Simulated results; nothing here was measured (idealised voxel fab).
process module | voxel air gaps
Each square cell in cross-section cut measures 5 nm, and the section as a whole is 175 nm wide.
If you're reading a cross-section in this doc, picture square cells in a grid; it comes to you as bands, top ones listed first down to the bottom, and a band can be one or more rows of cells. Heights first: top, then bottom, in nm. Then materials, left to right, each with a width in nm. "edge to edge" on a single material: fills the band edge to edge. "air": empty space. Heights from 0 (as-received wafer is one material below). Bottom band endless downward, as "0 and below". Note: "30..40" means the width goes from the first number (top row of the band) to the second number (bottom row) in equal steps per row of cells. For the purposes of this document, the phrase "no modification" attached to a step denotes that no cell within the cross-section was modified by that step. Listed in "Fully sealed cavities": every empty space of 8 or more cells without an open way to the top. Form: width x height at distance, the distance being from the left edge, all in nm. Anything after a step's settings on that line? It's the simulator's own note about the step. overlay nm: where the mask lay relative to plan, measured to the right, on steps with a mask; negatives go left.

Here's what the planned process steps look like
1: RECEIVE, material Si
2: CONFORMAL_DEP, material SiO2, thk nm 15
3: CONFORMAL_DEP, material SiN, thk nm 5
4: DIRECTIONAL_DEP, material SiO2, thk nm 35
5: MASKED_ETCH, tone open, mask id LINES, width nm 15, pitch nm 40, etch materials SiO2, depth nm 35, overlay nm 0
6: CONFORMAL_DEP, material TiN, thk nm 5
7: FILL_DEP, material Cu, thk nm 10
8: CMP, height nm 55
9: EPI, material Ru, thk nm 10
10: SELECTIVE_ETCH, etch materials SiO2, depth nm 45
11: CONFORMAL_DEP, material SiCN, thk nm 5

Cross-section of the wafer as it came to us, i.e., already through step 1
* 0 and below  Si edge to edge
* Fully sealed cavities: none

One mistake in running the module, otherwise start and plan as above: cross-section at the end
* 70 down to 65  air: 5, SiCN: 165, air: 5
* 65 down to 55  air: 5, SiCN: 5, Ru: 35, SiCN: 5, Ru: 35, SiCN: 5, Ru: 35, SiCN: 5, Ru: 35, SiCN: 5, air: 5
* 55 down to 50  air: 5, SiCN: 15, TiN: 5, Cu: 5, TiN: 5, SiCN: 25, TiN: 5, Cu: 5, TiN: 5, SiCN: 25, TiN: 5, Cu: 5, TiN: 5, SiCN: 25, TiN: 5, Cu: 5, TiN: 5, SiCN: 15, air: 5
* 50 down to 30  air: 15, SiCN: 5, TiN: 5, Cu: 5, TiN: 5, SiCN: 5, air: 15, SiCN: 5, TiN: 5, Cu: 5, TiN: 5, SiCN: 5, air: 15, SiCN: 5, TiN: 5, Cu: 5, TiN: 5, SiCN: 5, air: 15, SiCN: 5, TiN: 5, Cu: 5, TiN: 5, SiCN: 5, air: 15
* 30 down to 25  SiCN: 20, TiN: 15, SiCN: 25, TiN: 15, SiCN: 25, TiN: 15, SiCN: 25, TiN: 15, SiCN: 20
* 25 down to 20  SiN edge to edge
* 20 down to 0  SiO2 edge to edge
* 0 and below  Si edge to edge
* Fully sealed cavities: 15 x 20 at 40; 15 x 20 at 80; 15 x 20 at 120
Run error: step 2: run off-plan, actual operation and settings CONFORMAL_DEP, material SiO2, thk nm 20
